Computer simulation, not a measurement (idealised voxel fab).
process module | voxel trench capacitor
cross-section cut | 295 nm wide | cells 5 nm
A cross-section is a grid of square cells, given in bands from the top down. A band is one or more rows of cells.
Each band's line starts with the height of the band's top and of its bottom, in nm. Then come its materials from left to right, each with its width in nm. One material with "throughout" fills the band from edge to edge. "air" is empty space.
Height 0 is the level under which the wafer as received is all one material. The lowest band goes on downwards, as in "0 down".
A width such as "30 to 40" changes by the same amount from each row of cells to the next, from the band's top row to its bottom row.
"no change" after a step means that no cell of the cross-section changed.
closed voids: empty space of 8 cells or more with no open way to the top, each as width x height at its distance from the left edge, in nm
after a step's settings: what the simulator itself notes on the step
overlay nm, on a step with a mask: how far to the right of its planned place the mask lay; to the left if negative
plan
1 op RECEIVE | material Si
2 op CONFORMAL_DEP | material SiN | thk nm 10
3 op DIRECTIONAL_DEP | material aC | thk nm 10
4 op PATTERN | tone open | mask id TRENCH | material resist | width nm 25 | pitch nm 45 | thk nm 30 | overlay nm 0
5 op DIRECTIONAL_ETCH | etch materials aC | depth nm 10
6 op STRIP | etch materials resist
7 op DIRECTIONAL_ETCH | etch materials SiN | depth nm 10
8 op DIRECTIONAL_ETCH | etch materials Si | depth nm 30
9 op STRIP | etch materials aC
10 op CONFORMAL_DEP | material Al2O3 | thk nm 5
11 op FILL_DEP | material polySi | thk nm 5
12 op CMP | height nm 10
as received, after step 1
  0 down: Si throughout
  closed voids: none
a wafer at the end: this start, this plan, one mistake
  10 to 0: SiN 70 | Al2O3 5 | polySi 10 | Al2O3 5 | SiN 25 | Al2O3 5 | polySi 10 | Al2O3 5 | SiN 25 | Al2O3 5 | polySi 10 | Al2O3 5 | SiN 25 | Al2O3 5 | polySi 10 | Al2O3 5 | SiN 70
  0 to -25: Si 70 | Al2O3 5 | polySi 10 | Al2O3 5 | Si 25 | Al2O3 5 | polySi 10 | Al2O3 5 | Si 25 | Al2O3 5 | polySi 10 | Al2O3 5 | Si 25 | Al2O3 5 | polySi 10 | Al2O3 5 | Si 70
  -25 to -30: Si 70 | Al2O3 20 | Si 25 | Al2O3 20 | Si 25 | Al2O3 20 | Si 25 | Al2O3 20 | Si 70
  -30 down: Si throughout
  closed voids: none
what went wrong: step 4 ran as: op PATTERN | tone open | mask id TRENCH | material resist | width nm 20 | pitch nm 45 | thk nm 30 | overlay nm 0
